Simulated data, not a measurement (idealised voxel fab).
You're looking at the process module voxel wiring stack.
This is section cut - it's 165 nm across, gridded in 5 nm square cells.
Cross-section, as written here: a square-cell grid given band by band from the top down, where a band holds one or more rows of cells.
Heads up on the band format: heights come first, top then bottom, in nm. After that it's the materials left to right, each with its width in nm. A single material flagged "edge to edge" fills the whole band edge to edge, and "empty" means there's empty space there.
Zero point of the height axis is 0; under it, received wafer = one material. Lowest band: continues down indefinitely, "0..down".
Per-row width for "30->40": begins at first number (top row of band), ends at second number (bottom row), increment between rows held constant.
Basically "nothing got changed" means that step didn't change any cell in the cross-section.
Closed empty spaces (no open way to the top) of 8 cells or more are what "Enclosed void catalog" lists, each as width x height at distance from the left edge, nm for all three.
It should be noted that, on the line of a given step, the content following the step's settings is a remark produced by the simulator itself with respect to that step.
If you see "overlay nm" on a step's line and that step has a mask, it's telling you how far right of where it was planned the mask ended up; a negative number means it went left instead.
**Steps in the process plan**
- 1: RECEIVE: material Si
- 2: CONFORMAL_DEP: material SiO2, thk nm 10
- 3: CONFORMAL_DEP: material SiCN, thk nm 5
- 4: DIRECTIONAL_DEP: material lowk, thk nm 25
- 5: PATTERN: tone open, mask id METAL_1, material resist, width nm 20, pitch nm 45, thk nm 20, overlay nm 0
- 6: DIRECTIONAL_ETCH: etch materials lowk, depth nm 25
- 7: DIRECTIONAL_ETCH: etch materials SiCN, depth nm 5
- 8: STRIP: etch materials resist
- 9: CONFORMAL_DEP: material TiN, thk nm 5
- 10: FILL_DEP: material Ru, thk nm 5
- 11: CMP: height nm 40
- 12: EPI: material Ru, thk nm 5
- 13: FILL_DEP: material SiCN, thk nm 5
- 14: DIRECTIONAL_DEP: material SiO2, thk nm 35
- 15: MASKED_ETCH: tone open, mask id METAL_2_HOLES, width nm 15, pitch nm 45, etch materials SiO2, depth nm 35, overlay nm 0
- 16: MASKED_ETCH: tone open, mask id METAL_2, width nm 20, pitch nm 45, etch materials SiO2, depth nm 20, overlay nm 0
- 17: MASKED_ETCH: tone open, mask id METAL_2, width nm 20, pitch nm 45, etch materials SiCN, depth nm 5, overlay nm 0
- 18: CONFORMAL_DEP: material TiN, thk nm 5
- 19: FILL_DEP: material Cu, thk nm 10
- 20: CMP: height nm 85
- 21: CONFORMAL_DEP: material SiN, thk nm 5
**Below: the first of two wafers, run as planned**
**As-received state of the wafer in cross-section, equivalent to post-step 1**
* 0..down | Si edge to edge
* Enclosed void catalog: none
**The wafer in cross-section once step 2 is complete**
* 10..0 | SiO2 edge to edge
* below 0: unchanged
**The wafer in cross-section once step 3 is complete**
* 15..10 | SiCN edge to edge
* below 10: unchanged
**The wafer in cross-section once step 4 is complete**
* 40..15 | lowk edge to edge
* below 15: unchanged
**The wafer in cross-section once step 5 is complete**
* 60..40 | 50 nm resist | 20 nm empty | 25 nm resist | 20 nm empty | 50 nm resist
* below 40: unchanged
**The wafer in cross-section once step 6 is complete**
* 60..40 | 50 nm resist | 20 nm empty | 25 nm resist | 20 nm empty | 50 nm resist
* 40..15 | 50 nm lowk | 20 nm empty | 25 nm lowk | 20 nm empty | 50 nm lowk
* below 15: unchanged
**The wafer in cross-section once step 7 is complete**
* 60..40 | 50 nm resist | 20 nm empty | 25 nm resist | 20 nm empty | 50 nm resist
* 40..15 | 50 nm lowk | 20 nm empty | 25 nm lowk | 20 nm empty | 50 nm lowk
* 15..10 | 50 nm SiCN | 20 nm empty | 25 nm SiCN | 20 nm empty | 50 nm SiCN
* below 10: unchanged
**The wafer in cross-section once step 8 is complete**
* 40..15 | 50 nm lowk | 20 nm empty | 25 nm lowk | 20 nm empty | 50 nm lowk
* below 15: unchanged
**The wafer in cross-section once step 9 is complete**
* 45..40 | 55 nm TiN | 10 nm empty | 35 nm TiN | 10 nm empty | 55 nm TiN
* 40..15 | 50 nm lowk | 5 nm TiN | 10 nm empty | 5 nm TiN | 25 nm lowk | 5 nm TiN | 10 nm empty | 5 nm TiN | 50 nm lowk
* 15..10 | 50 nm SiCN | 20 nm TiN | 25 nm SiCN | 20 nm TiN | 50 nm SiCN
* below 10: unchanged
**The wafer in cross-section once step 10 is complete**
* 50..45 | Ru edge to edge
* 45..40 | 55 nm TiN | 10 nm Ru | 35 nm TiN | 10 nm Ru | 55 nm TiN
* 40..15 | 50 nm lowk | 5 nm TiN | 10 nm Ru | 5 nm TiN | 25 nm lowk | 5 nm TiN | 10 nm Ru | 5 nm TiN | 50 nm lowk
* below 15: unchanged
**The wafer in cross-section once step 11 is complete**
* 40..15 | 50 nm lowk | 5 nm TiN | 10 nm Ru | 5 nm TiN | 25 nm lowk | 5 nm TiN | 10 nm Ru | 5 nm TiN | 50 nm lowk
* below 15: unchanged
**The wafer in cross-section once step 12 is complete**
* 45..40 | 45 nm empty | 30 nm Ru | 15 nm empty | 30 nm Ru | 45 nm empty
* below 40: unchanged
**The wafer in cross-section once step 13 is complete**
* 50..45 | SiCN edge to edge
* 45..40 | 45 nm SiCN | 30 nm Ru | 15 nm SiCN | 30 nm Ru | 45 nm SiCN
* below 40: unchanged
**The wafer in cross-section once step 14 is complete**
* 85..50 | SiO2 edge to edge
* below 50: unchanged
**The wafer in cross-section once step 15 is complete**
* 85..50 | 50 nm SiO2 | 15 nm empty | 30 nm SiO2 | 15 nm empty | 55 nm SiO2
* below 50: unchanged
**The wafer in cross-section once step 16 is complete**
* 85..65 | 50 nm SiO2 | 20 nm empty | 25 nm SiO2 | 20 nm empty | 50 nm SiO2
* below 65: unchanged
**The wafer in cross-section once step 17 is complete**
* 85..65 | 50 nm SiO2 | 20 nm empty | 25 nm SiO2 | 20 nm empty | 50 nm SiO2
* 65..50 | 50 nm SiO2 | 15 nm empty | 30 nm SiO2 | 15 nm empty | 55 nm SiO2
* 50..45 | 50 nm SiCN | 15 nm empty | 30 nm SiCN | 15 nm empty | 55 nm SiCN
* below 45: unchanged
**The wafer in cross-section once step 18 is complete**
* 90..85 | 55 nm TiN | 10 nm empty | 35 nm TiN | 10 nm empty | 55 nm TiN
* 85..70 | 50 nm SiO2 | 5 nm TiN | 10 nm empty | 5 nm TiN | 25 nm SiO2 | 5 nm TiN | 10 nm empty | 5 nm TiN | 50 nm SiO2
* 70..65 | 50 nm SiO2 | 5 nm TiN | 5 nm empty | 10 nm TiN | 25 nm SiO2 | 5 nm TiN | 5 nm empty | 10 nm TiN | 50 nm SiO2
* 65..50 | 50 nm SiO2 | 5 nm TiN | 5 nm empty | 5 nm TiN | 30 nm SiO2 | 5 nm TiN | 5 nm empty | 5 nm TiN | 55 nm SiO2
* 50..45 | 50 nm SiCN | 15 nm TiN | 30 nm SiCN | 15 nm TiN | 55 nm SiCN
* below 45: unchanged
**The wafer in cross-section once step 19 is complete**
* 100..90 | Cu edge to edge
* 90..85 | 55 nm TiN | 10 nm Cu | 35 nm TiN | 10 nm Cu | 55 nm TiN
* 85..70 | 50 nm SiO2 | 5 nm TiN | 10 nm Cu | 5 nm TiN | 25 nm SiO2 | 5 nm TiN | 10 nm Cu | 5 nm TiN | 50 nm SiO2
* 70..65 | 50 nm SiO2 | 5 nm TiN | 5 nm Cu | 10 nm TiN | 25 nm SiO2 | 5 nm TiN | 5 nm Cu | 10 nm TiN | 50 nm SiO2
* 65..50 | 50 nm SiO2 | 5 nm TiN | 5 nm Cu | 5 nm TiN | 30 nm SiO2 | 5 nm TiN | 5 nm Cu | 5 nm TiN | 55 nm SiO2
* below 50: unchanged
**The wafer in cross-section once step 20 is complete**
* 85..70 | 50 nm SiO2 | 5 nm TiN | 10 nm Cu | 5 nm TiN | 25 nm SiO2 | 5 nm TiN | 10 nm Cu | 5 nm TiN | 50 nm SiO2
* below 70: unchanged
**The wafer in cross-section once step 21 is complete**
* 90..85 | SiN edge to edge
* below 85: unchanged
**Second Wafer (Identical Start and Plan, One Processing Error; Matches First Wafer Through Step 17)**
**At the planned end of step 18, the second wafer in cross-section**
* 90..85 | 55 nm lowk | 10 nm empty | 35 nm lowk | 10 nm empty | 55 nm lowk
* 85..70 | 50 nm SiO2 | 5 nm lowk | 10 nm empty | 5 nm lowk | 25 nm SiO2 | 5 nm lowk | 10 nm empty | 5 nm lowk | 50 nm SiO2
* 70..65 | 50 nm SiO2 | 5 nm lowk | 5 nm empty | 10 nm lowk | 25 nm SiO2 | 5 nm lowk | 5 nm empty | 10 nm lowk | 50 nm SiO2
* 65..50 | 50 nm SiO2 | 5 nm lowk | 5 nm empty | 5 nm lowk | 30 nm SiO2 | 5 nm lowk | 5 nm empty | 5 nm lowk | 55 nm SiO2
* 50..45 | 50 nm SiCN | 15 nm lowk | 30 nm SiCN | 15 nm lowk | 55 nm SiCN
* below 45: unchanged
**At the planned end of step 19, the second wafer in cross-section**
* 100..90 | Cu edge to edge
* 90..85 | 55 nm lowk | 10 nm Cu | 35 nm lowk | 10 nm Cu | 55 nm lowk
* 85..70 | 50 nm SiO2 | 5 nm lowk | 10 nm Cu | 5 nm lowk | 25 nm SiO2 | 5 nm lowk | 10 nm Cu | 5 nm lowk | 50 nm SiO2
* 70..65 | 50 nm SiO2 | 5 nm lowk | 5 nm Cu | 10 nm lowk | 25 nm SiO2 | 5 nm lowk | 5 nm Cu | 10 nm lowk | 50 nm SiO2
* 65..50 | 50 nm SiO2 | 5 nm lowk | 5 nm Cu | 5 nm lowk | 30 nm SiO2 | 5 nm lowk | 5 nm Cu | 5 nm lowk | 55 nm SiO2
* below 50: unchanged
**At the planned end of step 20, the second wafer in cross-section**
* 85..70 | 50 nm SiO2 | 5 nm lowk | 10 nm Cu | 5 nm lowk | 25 nm SiO2 | 5 nm lowk | 10 nm Cu | 5 nm lowk | 50 nm SiO2
* below 70: unchanged
**At the planned end of step 21, the second wafer in cross-section**
* 90..85 | SiN edge to edge
* below 85: unchanged
What was the processing mistake? step 18 ran differently from the plan; actual operation with settings: CONFORMAL_DEP: material lowk, thk nm 5
Counted in cells at the end, the second wafer holds more or fewer of these materials than the first: 36 fewer of TiN | 36 more of lowk
